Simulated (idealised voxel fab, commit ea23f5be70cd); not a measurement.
Process module heading - voxel capacitor over wiring
This is section cut - it's 230 nm across, gridded in 5 nm square cells.
Bands, listed from the top down, are how a cross-section gets written in this document; the cross-section itself is a grid of square cells, and a band is one or more rows of them.
The entry gives the band's vertical extent as a top height and a bottom height in nm, then its horizontal make-up as materials from left to right, each with a width in nm. "empty" stands for empty space; a single material marked "edge to edge" fills the band edge to edge.
Beneath 0, the wafer as received is one material, and that level is where height counting begins. The lowest band goes on downward without a bottom; it is written like "from 0 down".
The width entry "30 to 40" should be interpreted row by row: the top row of cells in the band takes the first number, the bottom row takes the second number, and the change between adjacent rows is uniform throughout.
"same as before" means the step left every cell of the cross-section as it was.
Closed-off voids of 8+ cells (no open route to the top) go in "Closed void listing", written width x height at distance from the left edge, in nm.
Note: text after step settings on the step line = simulator remark on that step.
If you see "overlay nm" on a step's line and that step has a mask, it's telling you how far right of where it was planned the mask ended up; a negative number means it went left instead.
The planned process steps are enumerated hereunder
| 1 | RECEIVE with material Si |
| 2 | CONFORMAL_DEP with material SiO2, thk nm 15 |
| 3 | CONFORMAL_DEP with material SiN, thk nm 5 |
| 4 | DIRECTIONAL_DEP with material SiO2, thk nm 15 |
| 5 | MASKED_ETCH with tone open, mask id METAL_1, width nm 20, pitch nm 90, etch materials SiO2, depth nm 15, overlay nm 0 |
| 6 | MASKED_ETCH with tone open, mask id METAL_1, width nm 20, pitch nm 90, etch materials SiN, depth nm 5, overlay nm 0 |
| 7 | CONFORMAL_DEP with material TiN, thk nm 5 |
| 8 | FILL_DEP with material Cu, thk nm 5 |
| 9 | CMP with height nm 35 |
| 10 | CONFORMAL_DEP with material SiCN, thk nm 5 |
| 11 | DIRECTIONAL_DEP with material SiO2, thk nm 15 |
| 12 | MASKED_ETCH with tone open, mask id PLUG_1, width nm 15, etch materials SiO2, depth nm 15, overlay nm 0 |
| 13 | MASKED_ETCH with tone open, mask id PLUG_1, width nm 15, etch materials SiCN, depth nm 5, overlay nm 0 |
| 14 | CONFORMAL_DEP with material TiN, thk nm 5 |
| 15 | FILL_DEP with material Ru, thk nm 5 |
| 16 | CMP with height nm 55 |
| 17 | DIRECTIONAL_DEP with material TiN, thk nm 10 |
| 18 | DIRECTIONAL_DEP with material HfO2, thk nm 5 |
| 19 | DIRECTIONAL_DEP with material TiN, thk nm 10 |
| 20 | MASKED_ETCH with tone cover, mask id UPPER_PLATE, width nm 75, etch materials TiN, depth nm 10, overlay nm 0 |
| 21 | MASKED_ETCH with tone cover, mask id UPPER_PLATE, width nm 75, etch materials HfO2, depth nm 5, overlay nm 0 |
| 22 | MASKED_ETCH with tone cover, mask id LOWER_PLATE, width nm 85, etch materials TiN, depth nm 10, overlay nm 0 |
| 23 | FILL_DEP with material SiO2, thk nm 20 |
| 24 | CMP with height nm 95 |
| 25 | PATTERN with tone open, mask id PLUG_2, material resist, width nm 15, thk nm 15, overlay nm 0 |
| 26 | DIRECTIONAL_ETCH with etch materials SiO2, depth nm 15 |
| 27 | STRIP with etch materials resist |
| 28 | CONFORMAL_DEP with material TiN, thk nm 5 |
| 29 | FILL_DEP with material W, thk nm 5 |
| 30 | CMP with height nm 95 |
| 31 | CONFORMAL_DEP with material SiN, thk nm 5 |
Wafer as received: cross-section following step 1
  from 0 down = Si edge to edge
  Closed void listing: none
Final cross-section, module run with one mistake (start and plan as above)
  from 100 to 95 = SiN edge to edge
  from 95 to 85 = SiO2 (75), TiN (5), W (5), TiN (5), SiO2 (140)
  from 85 to 80 = SiO2 (75), TiN (15), SiO2 (140)
  from 80 to 70 = SiO2 (65), TiN (75), SiO2 (90)
  from 70 to 65 = SiO2 (65), HfO2 (75), SiO2 (90)
  from 65 to 55 = SiO2 (65), TiN (75), SiO2 (90)
  from 55 to 40 = SiO2 (65), TiN (5), Ru (5), TiN (5), SiO2 (150)
  from 40 to 35 = SiCN (65), TiN (15), SiCN (150)
  from 35 to 20 = SiO2 (60), TiN (5), Cu (10), TiN (5), SiO2 (70), TiN (5), Cu (10), TiN (5), SiO2 (60)
  from 20 to 15 = SiN (60), TiN (20), SiN (70), TiN (20), SiN (60)
  from 15 to 0 = SiO2 edge to edge
  from 0 down = Si edge to edge
  Closed void listing: none
Short version of what went wrong: step 22 was run on a setting that differed from the plan, and what really ran there is MASKED_ETCH with tone cover, mask id LOWER_PLATE, width nm 75, etch materials TiN, depth nm 10, overlay nm 0
